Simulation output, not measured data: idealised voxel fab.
process module | voxel self aligned vias
cross-section cut | 235 nm wide | cells 5 nm
A cross-section is a grid of square cells, given in bands from the top down. A band is one or more rows of cells.
Each band's line starts with the height of the band's top and of its bottom, in nm. Then come its materials from left to right, each with its width in nm. One material with "throughout" fills the band from edge to edge. "air" is empty space.
Height 0 is the level under which the wafer as received is all one material. The lowest band goes on downwards, as in "0 down".
A width such as "30 to 40" changes by the same amount from each row of cells to the next, from the band's top row to its bottom row.
"no change" after a step means that no cell of the cross-section changed.
closed voids: empty space of 8 cells or more with no open way to the top, each as width x height at its distance from the left edge, in nm
after a step's settings: what the simulator itself notes on the step
overlay nm, on a step with a mask: how far to the right of its planned place the mask lay; to the left if negative
plan
1 op RECEIVE | material Si
2 op CONFORMAL_DEP | material SiO2 | thk nm 10
3 op CONFORMAL_DEP | material SiCN | thk nm 5
4 op DIRECTIONAL_DEP | material lowk | thk nm 25
5 op DIRECTIONAL_DEP | material aC | thk nm 15
6 op PATTERN | tone open | mask id LINES | material resist | width nm 20 | pitch nm 50 | thk nm 35 | overlay nm 0
7 op DIRECTIONAL_ETCH | etch materials aC | depth nm 15
8 op STRIP | etch materials resist
9 op DIRECTIONAL_ETCH | etch materials lowk | depth nm 25
10 op STRIP | etch materials aC
11 op CONFORMAL_DEP | material TiN | thk nm 5
12 op FILL_DEP | material Ru | thk nm 5
13 op CMP | height nm 40
14 op SELECTIVE_ETCH | etch materials W Ru TiN | depth nm 5
15 op FILL_DEP | material SiN | thk nm 5
16 op CMP | height nm 40
17 op DIRECTIONAL_DEP | material lowk | thk nm 20
18 op DIRECTIONAL_DEP | material aC | thk nm 15
19 op PATTERN | tone open | mask id VIAS | material resist | width nm 30 | thk nm 30 | overlay nm 0
20 op DIRECTIONAL_ETCH | etch materials aC | depth nm 15
21 op STRIP | etch materials resist
22 op DIRECTIONAL_ETCH | etch materials lowk | depth nm 20
23 op DIRECTIONAL_ETCH | etch materials SiN | depth nm 5
24 op STRIP | etch materials aC
25 op CONFORMAL_DEP | material TiN | thk nm 5
26 op FILL_DEP | material Ru | thk nm 5
27 op CMP | height nm 60
28 op CONFORMAL_DEP | material SiCN | thk nm 5
as received, after step 1
  0 down: Si throughout
  closed voids: none
first wafer at the end, as planned
  65 to 60: SiCN throughout
  60 to 45: lowk 75 | TiN 5 | Ru 20 | TiN 5 | lowk 130
  45 to 40: lowk 75 | TiN 10 | Ru 10 | TiN 10 | lowk 130
  40 to 35: lowk 80 | TiN 20 | lowk 30 | SiN 20 | lowk 85
  35 to 20: lowk 80 | TiN 5 | Ru 10 | TiN 5 | lowk 30 | TiN 5 | Ru 10 | TiN 5 | lowk 85
  20 to 15: lowk 80 | TiN 20 | lowk 30 | TiN 20 | lowk 85
  15 to 10: SiCN throughout
  10 to 0: SiO2 throughout
  0 down: Si throughout
  closed voids: none
second wafer at the end: like start, like plan, one mistake
  65 to 60: SiCN throughout
  60 to 40: lowk 75 | TiN 5 | Ru 20 | TiN 5 | lowk 130
  40 to 35: SiN 75 | TiN 30 | SiN 130
  35 to 15: SiN throughout
  15 to 10: SiCN throughout
  10 to 0: SiO2 throughout
  0 down: Si throughout
  closed voids: none
what went wrong: step 4 ran as: op DIRECTIONAL_DEP | material SiN | thk nm 25
at the end the second wafer has, in cells: 10 fewer of Ru | 225 more of SiN | 20 fewer of TiN | 195 fewer of lowk
